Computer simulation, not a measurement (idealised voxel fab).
Title: Process Module voxel released beams
cross-section cut | 230 nm wide | cells 5 nm
Square cells in a grid make up a cross-section in this document, and the grid is given as bands, listed from the top down, each one or more rows of cells. First you get the band's top height and its bottom height, in nm, and then the materials it's made of, left to right, with each width in nm. If you see a single material with "full width", that one covers the band edge to edge. "air" is empty space. Height 0 is the level under which the wafer as received is all one material. The lowest band goes on downwards, as in "0..down". Note: "30->40" means the width goes from the first number (top row of the band) to the second number (bottom row) in equal steps per row of cells. When a step is marked "no modification", none of the cells in the cross-section changed during that step. Listed in "Trapped cavities": every empty space of 8 or more cells without an open way to the top. Form: width x height at distance, the distance being from the left edge, all in nm. Heads up: the bit after the settings on a step's line is the simulator's remark on that step. If you see "overlay nm" on a step's line and that step has a mask, it's telling you how far right of where it was planned the mask ended up; a negative number means it went left instead.

LISTED BELOW ARE THE PROCESS STEPS AS PLANNED
1) RECEIVE, material Si
2) CONFORMAL_DEP, material Al2O3, thk nm 10
3) DIRECTIONAL_DEP, material SiO2, thk nm 15
4) PATTERN, tone open, mask id ANCHOR, material resist, width nm 35, thk nm 15, overlay nm 0
5) DIRECTIONAL_ETCH, etch materials SiO2, depth nm 15
6) STRIP, etch materials resist
7) CONFORMAL_DEP, material polySi, thk nm 10
8) DIRECTIONAL_DEP, material aC, thk nm 10
9) PATTERN, tone cover, mask id BEAM, material resist, width nm 95, thk nm 25, overlay nm 0
10) DIRECTIONAL_ETCH, etch materials aC, depth nm 10
11) STRIP, etch materials resist
12) DIRECTIONAL_ETCH, etch materials polySi, depth nm 10
13) STRIP, etch materials aC
14) STRIP, etch materials SiO2

FIRST WAFER OUT OF TWO, PROCESSED AS PLANNED

SO THIS IS THE INCOMING WAFER IN CROSS-SECTION - IT'S ALREADY BEEN THROUGH STEP 1
- 0..down | Si full width
- Trapped cavities: none

CROSS-SECTION OF THE WAFER SUBSEQUENT TO STEP 2
- 10..0 | Al2O3 full width
- For the remainder of the cross-section, below 0, there is no change.

CROSS-SECTION OF THE WAFER SUBSEQUENT TO STEP 3
- 25..10 | SiO2 full width
- For the remainder of the cross-section, below 10, there is no change.

CROSS-SECTION OF THE WAFER SUBSEQUENT TO STEP 4
- 40..25 | resist 70 nm | air 35 nm | resist 125 nm
- For the remainder of the cross-section, below 25, there is no change.

CROSS-SECTION OF THE WAFER SUBSEQUENT TO STEP 5
- 40..25 | resist 70 nm | air 35 nm | resist 125 nm
- 25..10 | SiO2 70 nm | air 35 nm | SiO2 125 nm
- For the remainder of the cross-section, below 10, there is no change.

CROSS-SECTION OF THE WAFER SUBSEQUENT TO STEP 6
- 25..10 | SiO2 70 nm | air 35 nm | SiO2 125 nm
- For the remainder of the cross-section, below 10, there is no change.

CROSS-SECTION OF THE WAFER SUBSEQUENT TO STEP 7
- 35..25 | polySi 80 nm | air 15 nm | polySi 135 nm
- 25..20 | SiO2 70 nm | polySi 10 nm | air 15 nm | polySi 10 nm | SiO2 125 nm
- 20..10 | SiO2 70 nm | polySi 35 nm | SiO2 125 nm
- For the remainder of the cross-section, below 10, there is no change.

CROSS-SECTION OF THE WAFER SUBSEQUENT TO STEP 8
- 45..35 | aC 80 nm | air 15 nm | aC 135 nm
- 35..30 | polySi 80 nm | air 15 nm | polySi 135 nm
- 30..25 | polySi 80 nm | aC 15 nm | polySi 135 nm
- 25..20 | SiO2 70 nm | polySi 10 nm | aC 15 nm | polySi 10 nm | SiO2 125 nm
- For the remainder of the cross-section, below 20, there is no change.

CROSS-SECTION OF THE WAFER SUBSEQUENT TO STEP 9
- 70..45 | air 65 nm | resist 95 nm | air 70 nm
- 45..35 | aC 80 nm | resist 15 nm | aC 135 nm
- 35..30 | polySi 80 nm | resist 15 nm | polySi 135 nm
- For the remainder of the cross-section, below 30, there is no change.

CROSS-SECTION OF THE WAFER SUBSEQUENT TO STEP 10
- 60..45 | air 65 nm | resist 95 nm | air 70 nm
- 45..35 | air 65 nm | aC 15 nm | resist 15 nm | aC 65 nm | air 70 nm
- For the remainder of the cross-section, below 35, there is no change.

CROSS-SECTION OF THE WAFER SUBSEQUENT TO STEP 11
- 45..35 | air 65 nm | aC 15 nm | air 15 nm | aC 65 nm | air 70 nm
- 35..30 | polySi 80 nm | air 15 nm | polySi 135 nm
- For the remainder of the cross-section, below 30, there is no change.

CROSS-SECTION OF THE WAFER SUBSEQUENT TO STEP 12
- 45..35 | air 65 nm | aC 15 nm | air 15 nm | aC 65 nm | air 70 nm
- 35..30 | air 65 nm | polySi 15 nm | air 15 nm | polySi 65 nm | air 70 nm
- 30..25 | air 65 nm | polySi 15 nm | aC 15 nm | polySi 65 nm | air 70 nm
- For the remainder of the cross-section, below 25, there is no change.

CROSS-SECTION OF THE WAFER SUBSEQUENT TO STEP 13
- 35..25 | air 65 nm | polySi 15 nm | air 15 nm | polySi 65 nm | air 70 nm
- 25..20 | SiO2 70 nm | polySi 10 nm | air 15 nm | polySi 10 nm | SiO2 125 nm
- For the remainder of the cross-section, below 20, there is no change.

CROSS-SECTION OF THE WAFER SUBSEQUENT TO STEP 14
- 35..25 | air 65 nm | polySi 15 nm | air 15 nm | polySi 65 nm | air 70 nm
- 25..20 | air 70 nm | polySi 10 nm | air 15 nm | polySi 10 nm | air 125 nm
- 20..10 | air 70 nm | polySi 35 nm | air 125 nm
- For the remainder of the cross-section, below 10, there is no change.

WAFER TWO OF TWO - SAME STARTING POINT, SAME PROCESS PLAN, ONE MISTAKE IN EXECUTION; MATCHES WAFER ONE UP TO AND INCLUDING STEP 1

CROSS-SECTIONAL VIEW OF THE SECOND WAFER AT THE INTENDED END TIME OF PROCESS STEP 2
- 15..0 | SiO2 full width
- For the remainder of the cross-section, below 0, there is no change.

CROSS-SECTIONAL VIEW OF THE SECOND WAFER AT THE INTENDED END TIME OF PROCESS STEP 3
- 25..15 | Al2O3 full width
- For the remainder of the cross-section, below 15, there is no change.

CROSS-SECTIONAL VIEW OF THE SECOND WAFER AT THE INTENDED END TIME OF PROCESS STEP 4
- 40..25 | resist 70 nm | air 35 nm | resist 125 nm
- For the remainder of the cross-section, below 25, there is no change.

Cross-sectional view of the second wafer at the intended end time of process step 5: no modification

CROSS-SECTIONAL VIEW OF THE SECOND WAFER AT THE INTENDED END TIME OF PROCESS STEP 6
- 25..15 | Al2O3 full width
- For the remainder of the cross-section, below 15, there is no change.

CROSS-SECTIONAL VIEW OF THE SECOND WAFER AT THE INTENDED END TIME OF PROCESS STEP 7
- 35..25 | polySi full width
- For the remainder of the cross-section, below 25, there is no change.

CROSS-SECTIONAL VIEW OF THE SECOND WAFER AT THE INTENDED END TIME OF PROCESS STEP 8
- 45..35 | aC full width
- For the remainder of the cross-section, below 35, there is no change.

CROSS-SECTIONAL VIEW OF THE SECOND WAFER AT THE INTENDED END TIME OF PROCESS STEP 9
- 70..45 | air 65 nm | resist 95 nm | air 70 nm
- For the remainder of the cross-section, below 45, there is no change.

CROSS-SECTIONAL VIEW OF THE SECOND WAFER AT THE INTENDED END TIME OF PROCESS STEP 10
- 60..45 | air 65 nm | resist 95 nm | air 70 nm
- 45..35 | air 65 nm | aC 95 nm | air 70 nm
- For the remainder of the cross-section, below 35, there is no change.

CROSS-SECTIONAL VIEW OF THE SECOND WAFER AT THE INTENDED END TIME OF PROCESS STEP 11
- 45..35 | air 65 nm | aC 95 nm | air 70 nm
- For the remainder of the cross-section, below 35, there is no change.

CROSS-SECTIONAL VIEW OF THE SECOND WAFER AT THE INTENDED END TIME OF PROCESS STEP 12
- 45..35 | air 65 nm | aC 95 nm | air 70 nm
- 35..25 | air 65 nm | polySi 95 nm | air 70 nm
- For the remainder of the cross-section, below 25, there is no change.

CROSS-SECTIONAL VIEW OF THE SECOND WAFER AT THE INTENDED END TIME OF PROCESS STEP 13
- 35..25 | air 65 nm | polySi 95 nm | air 70 nm
- For the remainder of the cross-section, below 25, there is no change.

Cross-sectional view of the second wafer at the intended end time of process step 14: no modification
In executing the process, a mistake was made relative to the plan: the run placed steps 2 and 3 each in the position the plan gave to the other
End check, counted in cells, second wafer has more or fewer of these materials than the first: +138 SiO2; -12 polySi
